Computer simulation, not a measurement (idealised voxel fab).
process module | voxel wiring stack
cross-section cut | 275 nm wide | cells 5 nm
A cross-section is a grid of square cells, given in bands from the top down. A band is one or more rows of cells.
Each band's line starts with the height of the band's top and of its bottom, in nm. Then come its materials from left to right, each with its width in nm. One material with "throughout" fills the band from edge to edge. "air" is empty space.
Height 0 is the level under which the wafer as received is all one material. The lowest band goes on downwards, as in "0 down".
A width such as "30 to 40" changes by the same amount from each row of cells to the next, from the band's top row to its bottom row.
"no change" after a step means that no cell of the cross-section changed.
closed voids: empty space of 8 cells or more with no open way to the top, each as width x height at its distance from the left edge, in nm
after a step's settings: what the simulator itself notes on the step
overlay nm, on a step with a mask: how far to the right of its planned place the mask lay; to the left if negative
plan
1 op RECEIVE | material Si
2 op CONFORMAL_DEP | material SiO2 | thk nm 10
3 op CONFORMAL_DEP | material SiN | thk nm 5
4 op DIRECTIONAL_DEP | material lowk | thk nm 15
5 op MASKED_ETCH | tone open | mask id METAL_1 | width nm 30 | pitch nm 60 | etch materials lowk | depth nm 15 | overlay nm 0
6 op MASKED_ETCH | tone open | mask id METAL_1 | width nm 30 | pitch nm 60 | etch materials SiN | depth nm 5 | overlay nm 0
7 op CONFORMAL_DEP | material TiN | thk nm 5
8 op FILL_DEP | material W | thk nm 10
9 op CMP | height nm 30
10 op CONFORMAL_DEP | material SiCN | thk nm 5
11 op DIRECTIONAL_DEP | material lowk | thk nm 10
12 op DIRECTIONAL_DEP | material aC | thk nm 15
13 op PATTERN | tone open | mask id PLUG_1 | material resist | width nm 15 | pitch nm 120 | thk nm 35 | overlay nm 0
14 op DIRECTIONAL_ETCH | etch materials aC | depth nm 15
15 op STRIP | etch materials resist
16 op DIRECTIONAL_ETCH | etch materials lowk | depth nm 10
17 op DIRECTIONAL_ETCH | etch materials SiCN | depth nm 5
18 op STRIP | etch materials aC
19 op CONFORMAL_DEP | material TiN | thk nm 5
20 op FILL_DEP | material Ru | thk nm 5
21 op CMP | height nm 45
22 op DIRECTIONAL_DEP | material TiN | thk nm 5
23 op DIRECTIONAL_DEP | material W | thk nm 15
24 op MASKED_ETCH | tone cover | mask id METAL_2 | width nm 30 | pitch nm 60 | etch materials W | depth nm 15 | overlay nm 0
25 op MASKED_ETCH | tone cover | mask id METAL_2 | width nm 30 | pitch nm 60 | etch materials TiN | depth nm 5 | overlay nm 0
26 op CONFORMAL_DEP | material SiCN | thk nm 5
27 op FILL_DEP | material SiO2 | thk nm 5
28 op CMP | height nm 65
29 op CONFORMAL_DEP | material SiCN | thk nm 5
30 op DIRECTIONAL_DEP | material SiO2 | thk nm 25
31 op DIRECTIONAL_DEP | material aC | thk nm 15
32 op PATTERN | tone open | mask id METAL_3_HOLES | material resist | width nm 15 | pitch nm 60 | thk nm 35 | overlay nm 0
33 op DIRECTIONAL_ETCH | etch materials aC | depth nm 15
34 op STRIP | etch materials resist
35 op DIRECTIONAL_ETCH | etch materials SiO2 | depth nm 25
36 op STRIP | etch materials aC
37 op DIRECTIONAL_DEP | material aC | thk nm 10
38 op PATTERN | tone open | mask id METAL_3 | material resist | width nm 30 | pitch nm 60 | thk nm 30 | overlay nm 0
39 op DIRECTIONAL_ETCH | etch materials aC | depth nm 10
40 op STRIP | etch materials resist
41 op DIRECTIONAL_ETCH | etch materials SiO2 | depth nm 15
42 op DIRECTIONAL_ETCH | etch materials SiCN | depth nm 5
43 op STRIP | etch materials aC
44 op CONFORMAL_DEP | material TiN | thk nm 5
45 op FILL_DEP | material Cu | thk nm 5
46 op CMP | height nm 95
47 op CONFORMAL_DEP | material SiCN | thk nm 5
first wafer, as planned
as received, after step 1
  0 down: Si throughout
  closed voids: none
after step 2
  10 to 0: SiO2 throughout
  below 0: unchanged
after step 3
  15 to 10: SiN throughout
  below 10: unchanged
after step 4
  30 to 15: lowk throughout
  below 15: unchanged
after step 5
  30 to 15: lowk 30 | air 30 | lowk 30 | air 30 | lowk 30 | air 30 | lowk 30 | air 30 | lowk 35
  below 15: unchanged
after step 6
  30 to 15: lowk 30 | air 30 | lowk 30 | air 30 | lowk 30 | air 30 | lowk 30 | air 30 | lowk 35
  15 to 10: SiN 30 | air 30 | SiN 30 | air 30 | SiN 30 | air 30 | SiN 30 | air 30 | SiN 35
  below 10: unchanged
after step 7
  35 to 30: TiN 35 | air 20 | TiN 40 | air 20 | TiN 40 | air 20 | TiN 40 | air 20 | TiN 40
  30 to 15: lowk 30 | TiN 5 | air 20 | TiN 5 | lowk 30 | TiN 5 | air 20 | TiN 5 | lowk 30 | TiN 5 | air 20 | TiN 5 | lowk 30 | TiN 5 | air 20 | TiN 5 | lowk 35
  15 to 10: SiN 30 | TiN 30 | SiN 30 | TiN 30 | SiN 30 | TiN 30 | SiN 30 | TiN 30 | SiN 35
  below 10: unchanged
after step 8
  45 to 35: W throughout
  35 to 30: TiN 35 | W 20 | TiN 40 | W 20 | TiN 40 | W 20 | TiN 40 | W 20 | TiN 40
  30 to 15: lowk 30 | TiN 5 | W 20 | TiN 5 | lowk 30 | TiN 5 | W 20 | TiN 5 | lowk 30 | TiN 5 | W 20 | TiN 5 | lowk 30 | TiN 5 | W 20 | TiN 5 | lowk 35
  below 15: unchanged
after step 9
  30 to 15: lowk 30 | TiN 5 | W 20 | TiN 5 | lowk 30 | TiN 5 | W 20 | TiN 5 | lowk 30 | TiN 5 | W 20 | TiN 5 | lowk 30 | TiN 5 | W 20 | TiN 5 | lowk 35
  below 15: unchanged
after step 10
  35 to 30: SiCN throughout
  below 30: unchanged
after step 11
  45 to 35: lowk throughout
  below 35: unchanged
after step 12
  60 to 45: aC throughout
  below 45: unchanged
after step 13
  95 to 60: resist 30 | air 15 | resist 105 | air 15 | resist 110
  below 60: unchanged
after step 14
  80 to 60: resist 30 | air 15 | resist 105 | air 15 | resist 110
  60 to 45: aC 30 | air 15 | aC 105 | air 15 | aC 110
  below 45: unchanged
after step 15
  60 to 45: aC 30 | air 15 | aC 105 | air 15 | aC 110
  below 45: unchanged
after step 16
  60 to 45: aC 30 | air 15 | aC 105 | air 15 | aC 110
  45 to 35: lowk 30 | air 15 | lowk 105 | air 15 | lowk 110
  below 35: unchanged
after step 17
  60 to 45: aC 30 | air 15 | aC 105 | air 15 | aC 110
  45 to 35: lowk 30 | air 15 | lowk 105 | air 15 | lowk 110
  35 to 30: SiCN 30 | air 15 | SiCN 105 | air 15 | SiCN 110
  below 30: unchanged
after step 18
  45 to 35: lowk 30 | air 15 | lowk 105 | air 15 | lowk 110
  below 35: unchanged
after step 19
  50 to 45: TiN 35 | air 5 | TiN 115 | air 5 | TiN 115
  45 to 35: lowk 30 | TiN 5 | air 5 | TiN 5 | lowk 105 | TiN 5 | air 5 | TiN 5 | lowk 110
  35 to 30: SiCN 30 | TiN 15 | SiCN 105 | TiN 15 | SiCN 110
  below 30: unchanged
after step 20
  55 to 50: Ru throughout
  50 to 45: TiN 35 | Ru 5 | TiN 115 | Ru 5 | TiN 115
  45 to 35: lowk 30 | TiN 5 | Ru 5 | TiN 5 | lowk 105 | TiN 5 | Ru 5 | TiN 5 | lowk 110
  below 35: unchanged
after step 21
  45 to 35: lowk 30 | TiN 5 | Ru 5 | TiN 5 | lowk 105 | TiN 5 | Ru 5 | TiN 5 | lowk 110
  below 35: unchanged
after step 22
  50 to 45: TiN throughout
  below 45: unchanged
after step 23
  65 to 50: W throughout
  below 50: unchanged
after step 24
  65 to 50: air 30 | W 30 | air 30 | W 30 | air 30 | W 30 | air 30 | W 30 | air 35
  below 50: unchanged
after step 25
  65 to 50: air 30 | W 30 | air 30 | W 30 | air 30 | W 30 | air 30 | W 30 | air 35
  50 to 45: air 30 | TiN 30 | air 30 | TiN 30 | air 30 | TiN 30 | air 30 | TiN 30 | air 35
  below 45: unchanged
after step 26
  70 to 65: air 25 | SiCN 40 | air 20 | SiCN 40 | air 20 | SiCN 40 | air 20 | SiCN 40 | air 30
  65 to 50: air 25 | SiCN 5 | W 30 | SiCN 5 | air 20 | SiCN 5 | W 30 | SiCN 5 | air 20 | SiCN 5 | W 30 | SiCN 5 | air 20 | SiCN 5 | W 30 | SiCN 5 | air 30
  50 to 45: SiCN 30 | TiN 30 | SiCN 30 | TiN 30 | SiCN 30 | TiN 30 | SiCN 30 | TiN 30 | SiCN 35
  below 45: unchanged
after step 27
  75 to 70: SiO2 throughout
  70 to 65: SiO2 25 | SiCN 40 | SiO2 20 | SiCN 40 | SiO2 20 | SiCN 40 | SiO2 20 | SiCN 40 | SiO2 30
  65 to 50: SiO2 25 | SiCN 5 | W 30 | SiCN 5 | SiO2 20 | SiCN 5 | W 30 | SiCN 5 | SiO2 20 | SiCN 5 | W 30 | SiCN 5 | SiO2 20 | SiCN 5 | W 30 | SiCN 5 | SiO2 30
  below 50: unchanged
after step 28
  65 to 50: SiO2 25 | SiCN 5 | W 30 | SiCN 5 | SiO2 20 | SiCN 5 | W 30 | SiCN 5 | SiO2 20 | SiCN 5 | W 30 | SiCN 5 | SiO2 20 | SiCN 5 | W 30 | SiCN 5 | SiO2 30
  below 50: unchanged
after step 29
  70 to 65: SiCN throughout
  below 65: unchanged
after step 30
  95 to 70: SiO2 throughout
  below 70: unchanged
after step 31
  110 to 95: aC throughout
  below 95: unchanged
after step 32
  145 to 110: resist 30 | air 15 | resist 45 | air 15 | resist 45 | air 15 | resist 45 | air 15 | resist 50
  below 110: unchanged
after step 33
  130 to 110: resist 30 | air 15 | resist 45 | air 15 | resist 45 | air 15 | resist 45 | air 15 | resist 50
  110 to 95: aC 30 | air 15 | aC 45 | air 15 | aC 45 | air 15 | aC 45 | air 15 | aC 50
  below 95: unchanged
after step 34
  110 to 95: aC 30 | air 15 | aC 45 | air 15 | aC 45 | air 15 | aC 45 | air 15 | aC 50
  below 95: unchanged
after step 35
  110 to 95: aC 30 | air 15 | aC 45 | air 15 | aC 45 | air 15 | aC 45 | air 15 | aC 50
  95 to 70: SiO2 30 | air 15 | SiO2 45 | air 15 | SiO2 45 | air 15 | SiO2 45 | air 15 | SiO2 50
  below 70: unchanged
after step 36
  95 to 70: SiO2 30 | air 15 | SiO2 45 | air 15 | SiO2 45 | air 15 | SiO2 45 | air 15 | SiO2 50
  below 70: unchanged
after step 37
  105 to 95: aC 30 | air 15 | aC 45 | air 15 | aC 45 | air 15 | aC 45 | air 15 | aC 50
  95 to 80: SiO2 30 | air 15 | SiO2 45 | air 15 | SiO2 45 | air 15 | SiO2 45 | air 15 | SiO2 50
  80 to 70: SiO2 30 | aC 15 | SiO2 45 | aC 15 | SiO2 45 | aC 15 | SiO2 45 | aC 15 | SiO2 50
  below 70: unchanged
after step 38
  135 to 105: resist 30 | air 30 | resist 30 | air 30 | resist 30 | air 30 | resist 30 | air 30 | resist 35
  below 105: unchanged
after step 39
  125 to 105: resist 30 | air 30 | resist 30 | air 30 | resist 30 | air 30 | resist 30 | air 30 | resist 35
  105 to 95: aC 30 | air 30 | aC 30 | air 30 | aC 30 | air 30 | aC 30 | air 30 | aC 35
  95 to 70: SiO2 30 | air 15 | SiO2 45 | air 15 | SiO2 45 | air 15 | SiO2 45 | air 15 | SiO2 50
  below 70: unchanged
after step 40
  105 to 95: aC 30 | air 30 | aC 30 | air 30 | aC 30 | air 30 | aC 30 | air 30 | aC 35
  below 95: unchanged
after step 41
  105 to 95: aC 30 | air 30 | aC 30 | air 30 | aC 30 | air 30 | aC 30 | air 30 | aC 35
  95 to 80: SiO2 30 | air 30 | SiO2 30 | air 30 | SiO2 30 | air 30 | SiO2 30 | air 30 | SiO2 35
  below 80: unchanged
after step 42
  105 to 95: aC 30 | air 30 | aC 30 | air 30 | aC 30 | air 30 | aC 30 | air 30 | aC 35
  95 to 80: SiO2 30 | air 30 | SiO2 30 | air 30 | SiO2 30 | air 30 | SiO2 30 | air 30 | SiO2 35
  80 to 70: SiO2 30 | air 15 | SiO2 45 | air 15 | SiO2 45 | air 15 | SiO2 45 | air 15 | SiO2 50
  70 to 65: SiCN 30 | air 15 | SiCN 45 | air 15 | SiCN 45 | air 15 | SiCN 45 | air 15 | SiCN 50
  below 65: unchanged
after step 43
  95 to 80: SiO2 30 | air 30 | SiO2 30 | air 30 | SiO2 30 | air 30 | SiO2 30 | air 30 | SiO2 35
  below 80: unchanged
after step 44
  100 to 95: TiN 35 | air 20 | TiN 40 | air 20 | TiN 40 | air 20 | TiN 40 | air 20 | TiN 40
  95 to 85: SiO2 30 | TiN 5 | air 20 | TiN 5 | SiO2 30 | TiN 5 | air 20 | TiN 5 | SiO2 30 | TiN 5 | air 20 | TiN 5 | SiO2 30 | TiN 5 | air 20 | TiN 5 | SiO2 35
  85 to 80: SiO2 30 | TiN 5 | air 5 | TiN 20 | SiO2 30 | TiN 5 | air 5 | TiN 20 | SiO2 30 | TiN 5 | air 5 | TiN 20 | SiO2 30 | TiN 5 | air 5 | TiN 20 | SiO2 35
  80 to 70: SiO2 30 | TiN 5 | air 5 | TiN 5 | SiO2 45 | TiN 5 | air 5 | TiN 5 | SiO2 45 | TiN 5 | air 5 | TiN 5 | SiO2 45 | TiN 5 | air 5 | TiN 5 | SiO2 50
  70 to 65: SiCN 30 | TiN 15 | SiCN 45 | TiN 15 | SiCN 45 | TiN 15 | SiCN 45 | TiN 15 | SiCN 50
  below 65: unchanged
after step 45
  105 to 100: Cu throughout
  100 to 95: TiN 35 | Cu 20 | TiN 40 | Cu 20 | TiN 40 | Cu 20 | TiN 40 | Cu 20 | TiN 40
  95 to 85: SiO2 30 | TiN 5 | Cu 20 | TiN 5 | SiO2 30 | TiN 5 | Cu 20 | TiN 5 | SiO2 30 | TiN 5 | Cu 20 | TiN 5 | SiO2 30 | TiN 5 | Cu 20 | TiN 5 | SiO2 35
  85 to 80: SiO2 30 | TiN 5 | Cu 5 | TiN 20 | SiO2 30 | TiN 5 | Cu 5 | TiN 20 | SiO2 30 | TiN 5 | Cu 5 | TiN 20 | SiO2 30 | TiN 5 | Cu 5 | TiN 20 | SiO2 35
  80 to 70: SiO2 30 | TiN 5 | Cu 5 | TiN 5 | SiO2 45 | TiN 5 | Cu 5 | TiN 5 | SiO2 45 | TiN 5 | Cu 5 | TiN 5 | SiO2 45 | TiN 5 | Cu 5 | TiN 5 | SiO2 50
  below 70: unchanged
after step 46
  95 to 85: SiO2 30 | TiN 5 | Cu 20 | TiN 5 | SiO2 30 | TiN 5 | Cu 20 | TiN 5 | SiO2 30 | TiN 5 | Cu 20 | TiN 5 | SiO2 30 | TiN 5 | Cu 20 | TiN 5 | SiO2 35
  below 85: unchanged
after step 47
  100 to 95: SiCN throughout
  below 95: unchanged
second wafer: like start, like plan, one mistake. Through step 23 it matches the first wafer
when step 24 should have ended
  65 to 50: air 40 | W 30 | air 30 | W 30 | air 30 | W 30 | air 30 | W 30 | air 25
  below 50: unchanged
when step 25 should have ended
  65 to 50: air 40 | W 30 | air 30 | W 30 | air 30 | W 30 | air 30 | W 30 | air 25
  50 to 45: air 30 | TiN 40 | air 20 | TiN 40 | air 20 | TiN 40 | air 20 | TiN 40 | air 25
  below 45: unchanged
when step 26 should have ended
  70 to 65: air 35 | SiCN 40 | air 20 | SiCN 40 | air 20 | SiCN 40 | air 20 | SiCN 40 | air 20
  65 to 55: air 35 | SiCN 5 | W 30 | SiCN 5 | air 20 | SiCN 5 | W 30 | SiCN 5 | air 20 | SiCN 5 | W 30 | SiCN 5 | air 20 | SiCN 5 | W 30 | SiCN 5 | air 20
  55 to 50: air 25 | SiCN 15 | W 30 | SiCN 5 | air 10 | SiCN 15 | W 30 | SiCN 5 | air 10 | SiCN 15 | W 30 | SiCN 5 | air 10 | SiCN 15 | W 30 | SiCN 5 | air 20
  50 to 45: SiCN 30 | TiN 40 | SiCN 20 | TiN 40 | SiCN 20 | TiN 40 | SiCN 20 | TiN 40 | SiCN 25
  below 45: unchanged
when step 27 should have ended
  75 to 70: SiO2 throughout
  70 to 65: SiO2 35 | SiCN 40 | SiO2 20 | SiCN 40 | SiO2 20 | SiCN 40 | SiO2 20 | SiCN 40 | SiO2 20
  65 to 55: SiO2 35 | SiCN 5 | W 30 | SiCN 5 | SiO2 20 | SiCN 5 | W 30 | SiCN 5 | SiO2 20 | SiCN 5 | W 30 | SiCN 5 | SiO2 20 | SiCN 5 | W 30 | SiCN 5 | SiO2 20
  55 to 50: SiO2 25 | SiCN 15 | W 30 | SiCN 5 | SiO2 10 | SiCN 15 | W 30 | SiCN 5 | SiO2 10 | SiCN 15 | W 30 | SiCN 5 | SiO2 10 | SiCN 15 | W 30 | SiCN 5 | SiO2 20
  below 50: unchanged
when step 28 should have ended
  65 to 55: SiO2 35 | SiCN 5 | W 30 | SiCN 5 | SiO2 20 | SiCN 5 | W 30 | SiCN 5 | SiO2 20 | SiCN 5 | W 30 | SiCN 5 | SiO2 20 | SiCN 5 | W 30 | SiCN 5 | SiO2 20
  below 55: unchanged
when step 29 should have ended
  70 to 65: SiCN throughout
  below 65: unchanged
when step 30 should have ended
  95 to 70: SiO2 throughout
  below 70: unchanged
when step 31 should have ended
  110 to 95: aC throughout
  below 95: unchanged
when step 32 should have ended
  145 to 110: resist 30 | air 15 | resist 45 | air 15 | resist 45 | air 15 | resist 45 | air 15 | resist 50
  below 110: unchanged
when step 33 should have ended
  130 to 110: resist 30 | air 15 | resist 45 | air 15 | resist 45 | air 15 | resist 45 | air 15 | resist 50
  110 to 95: aC 30 | air 15 | aC 45 | air 15 | aC 45 | air 15 | aC 45 | air 15 | aC 50
  below 95: unchanged
when step 34 should have ended
  110 to 95: aC 30 | air 15 | aC 45 | air 15 | aC 45 | air 15 | aC 45 | air 15 | aC 50
  below 95: unchanged
when step 35 should have ended
  110 to 95: aC 30 | air 15 | aC 45 | air 15 | aC 45 | air 15 | aC 45 | air 15 | aC 50
  95 to 70: SiO2 30 | air 15 | SiO2 45 | air 15 | SiO2 45 | air 15 | SiO2 45 | air 15 | SiO2 50
  below 70: unchanged
when step 36 should have ended
  95 to 70: SiO2 30 | air 15 | SiO2 45 | air 15 | SiO2 45 | air 15 | SiO2 45 | air 15 | SiO2 50
  below 70: unchanged
when step 37 should have ended
  105 to 95: aC 30 | air 15 | aC 45 | air 15 | aC 45 | air 15 | aC 45 | air 15 | aC 50
  95 to 80: SiO2 30 | air 15 | SiO2 45 | air 15 | SiO2 45 | air 15 | SiO2 45 | air 15 | SiO2 50
  80 to 70: SiO2 30 | aC 15 | SiO2 45 | aC 15 | SiO2 45 | aC 15 | SiO2 45 | aC 15 | SiO2 50
  below 70: unchanged
when step 38 should have ended
  135 to 105: resist 30 | air 30 | resist 30 | air 30 | resist 30 | air 30 | resist 30 | air 30 | resist 35
  below 105: unchanged
when step 39 should have ended
  125 to 105: resist 30 | air 30 | resist 30 | air 30 | resist 30 | air 30 | resist 30 | air 30 | resist 35
  105 to 95: aC 30 | air 30 | aC 30 | air 30 | aC 30 | air 30 | aC 30 | air 30 | aC 35
  95 to 70: SiO2 30 | air 15 | SiO2 45 | air 15 | SiO2 45 | air 15 | SiO2 45 | air 15 | SiO2 50
  below 70: unchanged
when step 40 should have ended
  105 to 95: aC 30 | air 30 | aC 30 | air 30 | aC 30 | air 30 | aC 30 | air 30 | aC 35
  below 95: unchanged
when step 41 should have ended
  105 to 95: aC 30 | air 30 | aC 30 | air 30 | aC 30 | air 30 | aC 30 | air 30 | aC 35
  95 to 80: SiO2 30 | air 30 | SiO2 30 | air 30 | SiO2 30 | air 30 | SiO2 30 | air 30 | SiO2 35
  below 80: unchanged
when step 42 should have ended
  105 to 95: aC 30 | air 30 | aC 30 | air 30 | aC 30 | air 30 | aC 30 | air 30 | aC 35
  95 to 80: SiO2 30 | air 30 | SiO2 30 | air 30 | SiO2 30 | air 30 | SiO2 30 | air 30 | SiO2 35
  80 to 70: SiO2 30 | air 15 | SiO2 45 | air 15 | SiO2 45 | air 15 | SiO2 45 | air 15 | SiO2 50
  70 to 65: SiCN 30 | air 15 | SiCN 45 | air 15 | SiCN 45 | air 15 | SiCN 45 | air 15 | SiCN 50
  below 65: unchanged
when step 43 should have ended
  95 to 80: SiO2 30 | air 30 | SiO2 30 | air 30 | SiO2 30 | air 30 | SiO2 30 | air 30 | SiO2 35
  below 80: unchanged
when step 44 should have ended
  100 to 95: TiN 35 | air 20 | TiN 40 | air 20 | TiN 40 | air 20 | TiN 40 | air 20 | TiN 40
  95 to 85: SiO2 30 | TiN 5 | air 20 | TiN 5 | SiO2 30 | TiN 5 | air 20 | TiN 5 | SiO2 30 | TiN 5 | air 20 | TiN 5 | SiO2 30 | TiN 5 | air 20 | TiN 5 | SiO2 35
  85 to 80: SiO2 30 | TiN 5 | air 5 | TiN 20 | SiO2 30 | TiN 5 | air 5 | TiN 20 | SiO2 30 | TiN 5 | air 5 | TiN 20 | SiO2 30 | TiN 5 | air 5 | TiN 20 | SiO2 35
  80 to 70: SiO2 30 | TiN 5 | air 5 | TiN 5 | SiO2 45 | TiN 5 | air 5 | TiN 5 | SiO2 45 | TiN 5 | air 5 | TiN 5 | SiO2 45 | TiN 5 | air 5 | TiN 5 | SiO2 50
  70 to 65: SiCN 30 | TiN 15 | SiCN 45 | TiN 15 | SiCN 45 | TiN 15 | SiCN 45 | TiN 15 | SiCN 50
  below 65: unchanged
when step 45 should have ended
  105 to 100: Cu throughout
  100 to 95: TiN 35 | Cu 20 | TiN 40 | Cu 20 | TiN 40 | Cu 20 | TiN 40 | Cu 20 | TiN 40
  95 to 85: SiO2 30 | TiN 5 | Cu 20 | TiN 5 | SiO2 30 | TiN 5 | Cu 20 | TiN 5 | SiO2 30 | TiN 5 | Cu 20 | TiN 5 | SiO2 30 | TiN 5 | Cu 20 | TiN 5 | SiO2 35
  85 to 80: SiO2 30 | TiN 5 | Cu 5 | TiN 20 | SiO2 30 | TiN 5 | Cu 5 | TiN 20 | SiO2 30 | TiN 5 | Cu 5 | TiN 20 | SiO2 30 | TiN 5 | Cu 5 | TiN 20 | SiO2 35
  80 to 70: SiO2 30 | TiN 5 | Cu 5 | TiN 5 | SiO2 45 | TiN 5 | Cu 5 | TiN 5 | SiO2 45 | TiN 5 | Cu 5 | TiN 5 | SiO2 45 | TiN 5 | Cu 5 | TiN 5 | SiO2 50
  below 70: unchanged
when step 46 should have ended
  95 to 85: SiO2 30 | TiN 5 | Cu 20 | TiN 5 | SiO2 30 | TiN 5 | Cu 20 | TiN 5 | SiO2 30 | TiN 5 | Cu 20 | TiN 5 | SiO2 30 | TiN 5 | Cu 20 | TiN 5 | SiO2 35
  below 85: unchanged
when step 47 should have ended
  100 to 95: SiCN throughout
  below 95: unchanged
what went wrong: step 24 ran as: op MASKED_ETCH | tone cover | mask id METAL_2 | width nm 30 | pitch nm 60 | etch materials W | depth nm 15 | overlay nm 10
at the end the second wafer has, in cells: 8 fewer of SiO2 | 8 more of TiN
